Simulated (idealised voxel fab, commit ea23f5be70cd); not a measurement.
The following is a process module called voxel double patterning.
cross-section cut | 290 nm wide | cells 5 nm
Reading order for cross-sections: top band down to bottom band. Underlying form: a grid of square cells. Band size: one or more rows of cells.
This entry defines a band. It first specifies the height of the band's top and the height of its bottom in nm, and then specifies the band's materials from left to right, stating each material with its width in nm. The word "full width" identifies a single material that fills the band from edge to edge, while the word "empty" identifies empty space.
Measure heights from 0. That's the level where, below it, the as-received wafer is all one material. The lowest band is bottomless and extends downward; write it as in "0 down".
Width: "30 to 40" (first number = top row, second number = bottom row, same change from row to row of cells).
When a step is marked "no change", none of the cells in the cross-section changed during that step.
Reported under the label "Trapped void list" are the empty spaces having no open way to the top and comprising 8 cells or more; the notation for each is width x height at distance, in which the distance is measured from the left edge and all three values are in nm.
after a step's settings: what the simulator itself notes on the step
overlay nm: step with mask; distance mask lay right of planned place; negative value = left of planned place.

-- Process steps foreseen in the plan
step 1: op RECEIVE | material Si
step 2: op CONFORMAL_DEP | material SiO2 | thk nm 10
step 3: op DIRECTIONAL_DEP | material TiN | thk nm 10
step 4: op DIRECTIONAL_DEP | material SiN | thk nm 10
step 5: op DIRECTIONAL_DEP | material aC | thk nm 15
step 6: op PATTERN | tone open | mask id FIRST | material resist | width nm 15 | pitch nm 50 | thk nm 30 | overlay nm 0
step 7: op DIRECTIONAL_ETCH | etch materials aC | depth nm 15
step 8: op STRIP | etch materials resist
step 9: op DIRECTIONAL_ETCH | etch materials SiN | depth nm 10
step 10: op STRIP | etch materials aC
step 11: op PATTERN | tone open | mask id SECOND | material resist | width nm 15 | thk nm 20 | overlay nm 0
step 12: op DIRECTIONAL_ETCH | etch materials SiN | depth nm 10
step 13: op STRIP | etch materials resist
step 14: op DIRECTIONAL_ETCH | etch materials TiN | depth nm 10
step 15: op STRIP | etch materials SiN

-- Account of the first of two wafers, which was processed as intended

-- As received (post step 1): cross-section
- 0 down  Si full width
- Trapped void list: none

-- Take a look at the wafer's cross-section after step 2
- 10 to 0  SiO2 full width
- Under the height 0 nothing was changed.

-- Take a look at the wafer's cross-section after step 3
- 20 to 10  TiN full width
- Under the height 10 nothing was changed.

-- Take a look at the wafer's cross-section after step 4
- 30 to 20  SiN full width
- Under the height 20 nothing was changed.

-- Take a look at the wafer's cross-section after step 5
- 45 to 30  aC full width
- Under the height 30 nothing was changed.

-- Take a look at the wafer's cross-section after step 6
- 75 to 45  resist 110 nm / empty 15 nm / resist 35 nm / empty 15 nm / resist 115 nm
- Under the height 45 nothing was changed.

-- Take a look at the wafer's cross-section after step 7
- 60 to 45  resist 110 nm / empty 15 nm / resist 35 nm / empty 15 nm / resist 115 nm
- 45 to 30  aC 110 nm / empty 15 nm / aC 35 nm / empty 15 nm / aC 115 nm
- Under the height 30 nothing was changed.

-- Take a look at the wafer's cross-section after step 8
- 45 to 30  aC 110 nm / empty 15 nm / aC 35 nm / empty 15 nm / aC 115 nm
- Under the height 30 nothing was changed.

-- Take a look at the wafer's cross-section after step 9
- 45 to 30  aC 110 nm / empty 15 nm / aC 35 nm / empty 15 nm / aC 115 nm
- 30 to 20  SiN 110 nm / empty 15 nm / SiN 35 nm / empty 15 nm / SiN 115 nm
- Under the height 20 nothing was changed.

-- Take a look at the wafer's cross-section after step 10
- 30 to 20  SiN 110 nm / empty 15 nm / SiN 35 nm / empty 15 nm / SiN 115 nm
- Under the height 20 nothing was changed.

-- Take a look at the wafer's cross-section after step 11
- 50 to 30  resist 135 nm / empty 15 nm / resist 140 nm
- 30 to 20  SiN 110 nm / resist 15 nm / SiN 35 nm / resist 15 nm / SiN 115 nm
- Under the height 20 nothing was changed.

-- Take a look at the wafer's cross-section after step 12
- 50 to 30  resist 135 nm / empty 15 nm / resist 140 nm
- 30 to 20  SiN 110 nm / resist 15 nm / SiN 10 nm / empty 15 nm / SiN 10 nm / resist 15 nm / SiN 115 nm
- Under the height 20 nothing was changed.

-- Take a look at the wafer's cross-section after step 13
- 30 to 20  SiN 110 nm / empty 15 nm / SiN 10 nm / empty 15 nm / SiN 10 nm / empty 15 nm / SiN 115 nm
- Under the height 20 nothing was changed.

-- Take a look at the wafer's cross-section after step 14
- 30 to 20  SiN 110 nm / empty 15 nm / SiN 10 nm / empty 15 nm / SiN 10 nm / empty 15 nm / SiN 115 nm
- 20 to 10  TiN 110 nm / empty 15 nm / TiN 10 nm / empty 15 nm / TiN 10 nm / empty 15 nm / TiN 115 nm
- Under the height 10 nothing was changed.

-- Take a look at the wafer's cross-section after step 15
- 20 to 10  TiN 110 nm / empty 15 nm / TiN 10 nm / empty 15 nm / TiN 10 nm / empty 15 nm / TiN 115 nm
- Under the height 10 nothing was changed.

-- Regarding the second of the two wafers: it shared the first wafer's starting condition and process plan, yet one error occurred during its execution. Its history coincides with that of the first wafer up to and including step 10

-- Cross-sectional representation of the second wafer at the time designated in the plan for the completion of step 11
- 50 to 30  empty 135 nm / resist 15 nm / empty 140 nm
- Under the height 30 nothing was changed.

-- Cross-sectional representation of the second wafer at the time designated in the plan for the completion of step 12
- 50 to 30  empty 135 nm / resist 15 nm / empty 140 nm
- 30 to 20  empty 135 nm / SiN 15 nm / empty 140 nm
- Under the height 20 nothing was changed.

-- Cross-sectional representation of the second wafer at the time designated in the plan for the completion of step 13
- 30 to 20  empty 135 nm / SiN 15 nm / empty 140 nm
- Under the height 20 nothing was changed.

-- Cross-sectional representation of the second wafer at the time designated in the plan for the completion of step 14
- 30 to 20  empty 135 nm / SiN 15 nm / empty 140 nm
- 20 to 10  empty 135 nm / TiN 15 nm / empty 140 nm
- Under the height 10 nothing was changed.

-- Cross-sectional representation of the second wafer at the time designated in the plan for the completion of step 15
- 20 to 10  empty 135 nm / TiN 15 nm / empty 140 nm
- Under the height 10 nothing was changed.
Finding, execution versus plan: step 11 was run on a setting that differed from the plan, and what really ran there is op PATTERN | tone cover | mask id SECOND | material resist | width nm 15 | thk nm 20 | overlay nm 0
Counted in cells at the end, the second wafer holds more or fewer of these materials than the first: 92 fewer of TiN
